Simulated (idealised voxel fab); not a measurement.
process module | voxel ribs on slabs
cross-section cut | 190 nm wide | cells 5 nm
A cross-section is a grid of square cells, given in bands from the top down. A band is one or more rows of cells.
Each band's line starts with the height of the band's top and of its bottom, in nm. Then come its materials from left to right, each with its width in nm. One material with "throughout" fills the band from edge to edge. "air" is empty space.
Height 0 is the level under which the wafer as received is all one material. The lowest band goes on downwards, as in "0 down".
A width such as "30 to 40" changes by the same amount from each row of cells to the next, from the band's top row to its bottom row.
"no change" after a step means that no cell of the cross-section changed.
closed voids: empty space of 8 cells or more with no open way to the top, each as width x height at its distance from the left edge, in nm
after a step's settings: what the simulator itself notes on the step
overlay nm, on a step with a mask: how far to the right of its planned place the mask lay; to the left if negative
plan
1 op RECEIVE | material Si
2 op DIRECTIONAL_DEP | material SiO2 | thk nm 30
3 op DIRECTIONAL_DEP | material polySi | thk nm 15
4 op MASKED_ETCH | tone cover | mask id RIB | width nm 25 | etch materials polySi | depth nm 10 | overlay nm 0
5 op MASKED_ETCH | tone cover | mask id SLAB | width nm 55 | etch materials polySi | depth nm 5 | overlay nm 0
6 op FILL_DEP | material SiO2 | thk nm 15
7 op CMP | height nm 55
8 op DIRECTIONAL_DEP | material TiN | thk nm 10
9 op PATTERN | tone cover | mask id HEATER | material resist | width nm 35 | thk nm 15 | overlay nm 0
10 op DIRECTIONAL_ETCH | etch materials TiN | depth nm 10
11 op STRIP | etch materials resist
12 op CONFORMAL_DEP | material SiN | thk nm 10
varied across the wafers: width nm of step 5. The plan shows the first wafer's value. All wafers start alike
first wafer as received, after step 1
  0 down: Si throughout
  closed voids: none
first wafer at the end, after step 12
  75 to 65: air 65 | SiN 55 | air 70
  65 to 55: SiN 75 | TiN 35 | SiN 80
  55 to 45: SiO2 throughout
  45 to 35: SiO2 80 | polySi 25 | SiO2 85
  35 to 30: SiO2 65 | polySi 55 | SiO2 70
  30 to 0: SiO2 throughout
  0 down: Si throughout
  closed voids: none
last wafer at the end
  75 to 65: air 65 | SiN 55 | air 70
  65 to 55: SiN 75 | TiN 35 | SiN 80
  55 to 45: SiO2 throughout
  45 to 35: SiO2 80 | polySi 25 | SiO2 85
  35 to 30: SiO2 55 | polySi 80 | SiO2 55
  30 to 0: SiO2 throughout
  0 down: Si throughout
  closed voids: none
each wafer at the end: cells of each material gained (+) or lost (-) since it was received, then its closed voids
width nm 55 | +84 SiN | +397 SiO2 | +14 TiN | +21 polySi | closed voids: none
width nm 60 | +84 SiN | +396 SiO2 | +14 TiN | +22 polySi | closed voids: none
width nm 65 | +84 SiN | +395 SiO2 | +14 TiN | +23 polySi | closed voids: none
width nm 70 | +84 SiN | +394 SiO2 | +14 TiN | +24 polySi | closed voids: none
width nm 75 | +84 SiN | +393 SiO2 | +14 TiN | +25 polySi | closed voids: none
width nm 80 | +84 SiN | +392 SiO2 | +14 TiN | +26 polySi | closed voids: none
